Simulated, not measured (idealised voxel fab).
process module | voxel transistor to metal
cross-section cut | 205 nm wide | cells 5 nm
A cross-section is a grid of square cells, given in bands from the top down. A band is one or more rows of cells.
Each band's line starts with the height of the band's top and of its bottom, in nm. Then come its materials from left to right, each with its width in nm. One material with "throughout" fills the band from edge to edge. "air" is empty space.
Height 0 is the level under which the wafer as received is all one material. The lowest band goes on downwards, as in "0 down".
A width such as "30 to 40" changes by the same amount from each row of cells to the next, from the band's top row to its bottom row.
"no change" after a step means that no cell of the cross-section changed.
closed voids: empty space of 8 cells or more with no open way to the top, each as width x height at its distance from the left edge, in nm
after a step's settings: what the simulator itself notes on the step
overlay nm, on a step with a mask: how far to the right of its planned place the mask lay; to the left if negative
plan
1 op RECEIVE | material Si
2 op CONFORMAL_DEP | material SiO2 | thk nm 5
3 op CONFORMAL_DEP | material SiN | thk nm 10
4 op DIRECTIONAL_DEP | material aC | thk nm 10
5 op PATTERN | tone cover | mask id ACTIVE | material resist | width nm 135 | thk nm 30 | overlay nm 0
6 op DIRECTIONAL_ETCH | etch materials aC | depth nm 10
7 op STRIP | etch materials resist
8 op DIRECTIONAL_ETCH | etch materials SiN | depth nm 10
9 op DIRECTIONAL_ETCH | etch materials SiO2 | depth nm 5
10 op DIRECTIONAL_ETCH | etch materials Si | depth nm 30
11 op STRIP | etch materials aC
12 op FILL_DEP | material SiO2 | thk nm 15
13 op CMP | height nm 15
14 op SELECTIVE_ETCH | etch materials SiO2 | depth nm 10
15 op STRIP | etch materials SiN
16 op SELECTIVE_ETCH | etch materials SiO2 | depth nm 5
17 op OXIDIZE | depth nm 5
18 op DIRECTIONAL_DEP | material polySi | thk nm 25
19 op DIRECTIONAL_DEP | material SiCN | thk nm 15
20 op MASKED_ETCH | tone cover | mask id GATE | width nm 35 | etch materials SiCN | depth nm 25 | overlay nm 0
21 op MASKED_ETCH | tone cover | mask id GATE | width nm 35 | etch materials polySi | depth nm 35 | overlay nm 0
22 op CONFORMAL_DEP | material SiN | thk nm 10
23 op DIRECTIONAL_ETCH | etch materials SiN | depth nm 10
24 op DIRECTIONAL_ETCH | etch materials SiO2 | depth nm 5
25 op DIRECTIONAL_ETCH | etch materials Si | depth nm 5
26 op EPI | material SiGe | thk nm 5
27 op FILL_DEP | material SiO2 | thk nm 5
28 op CMP | height nm 25
29 op STRIP | etch materials polySi
30 op SELECTIVE_ETCH | etch materials SiO2 | depth nm 5
31 op CONFORMAL_DEP | material HfO2 | thk nm 5
32 op CONFORMAL_DEP | material TiN | thk nm 5
33 op FILL_DEP | material W | thk nm 10
34 op CMP | height nm 20
35 op DIRECTIONAL_DEP | material SiO2 | thk nm 15
36 op PATTERN | tone open | mask id CONTACT | material resist | width nm 20 | pitch nm 95 | thk nm 20 | overlay nm 0
37 op DIRECTIONAL_ETCH | etch materials SiO2 | depth nm 40
38 op STRIP | etch materials resist
39 op CONFORMAL_DEP | material TiN | thk nm 5
40 op FILL_DEP | material W | thk nm 5
41 op CMP | height nm 35
42 op DIRECTIONAL_DEP | material TiN | thk nm 5
43 op DIRECTIONAL_DEP | material W | thk nm 25
44 op DIRECTIONAL_DEP | material aC | thk nm 15
45 op PATTERN | tone cover | mask id METAL_1 | material resist | width nm 20 | pitch nm 95 | thk nm 30 | overlay nm 0
46 op DIRECTIONAL_ETCH | etch materials aC | depth nm 15
47 op STRIP | etch materials resist
48 op DIRECTIONAL_ETCH | etch materials W | depth nm 25
49 op DIRECTIONAL_ETCH | etch materials TiN | depth nm 5
50 op STRIP | etch materials aC
51 op CONFORMAL_DEP | material SiN | thk nm 5
52 op FILL_DEP | material lowk | thk nm 10
53 op CMP | height nm 65
54 op CONFORMAL_DEP | material SiCN | thk nm 5
as received, after step 1
  0 down: Si throughout
  closed voids: none
a wafer at the end: this start, this plan, one mistake
  70 to 65: SiCN throughout
  65 to 40: lowk 45 | SiN 5 | W 15 | SiN 5 | lowk 70 | SiN 5 | W 15 | SiN 5 | lowk 40
  40 to 35: SiN 50 | TiN 15 | SiN 80 | TiN 15 | SiN 45
  35 to 20: SiO2 45 | TiN 5 | W 10 | TiN 5 | SiO2 75 | TiN 5 | W 10 | TiN 5 | SiO2 45
  20 to 5: SiO2 45 | TiN 5 | W 10 | TiN 5 | SiO2 10 | SiN 10 | HfO2 5 | TiN 5 | W 15 | TiN 5 | HfO2 5 | SiN 10 | SiO2 10 | TiN 5 | W 10 | TiN 5 | SiO2 45
  5 to 0: SiO2 45 | TiN 5 | W 10 | TiN 5 | SiO2 10 | SiN 10 | HfO2 5 | TiN 25 | HfO2 5 | SiN 10 | SiO2 10 | TiN 5 | W 10 | TiN 5 | SiO2 45
  0 to -5: SiO2 45 | TiN 20 | SiO2 5 | SiGe 5 | SiO2 5 | HfO2 45 | SiO2 5 | SiGe 5 | SiO2 5 | TiN 20 | SiO2 45
  -5 to -10: SiO2 35 | SiGe 40 | Si 55 | SiGe 40 | SiO2 35
  -10 to -30: SiO2 35 | Si 135 | SiO2 35
  -30 down: Si throughout
  closed voids: none
what went wrong: step 45 ran as: op PATTERN | tone cover | mask id METAL_1 | material resist | width nm 15 | pitch nm 95 | thk nm 30 | overlay nm 0
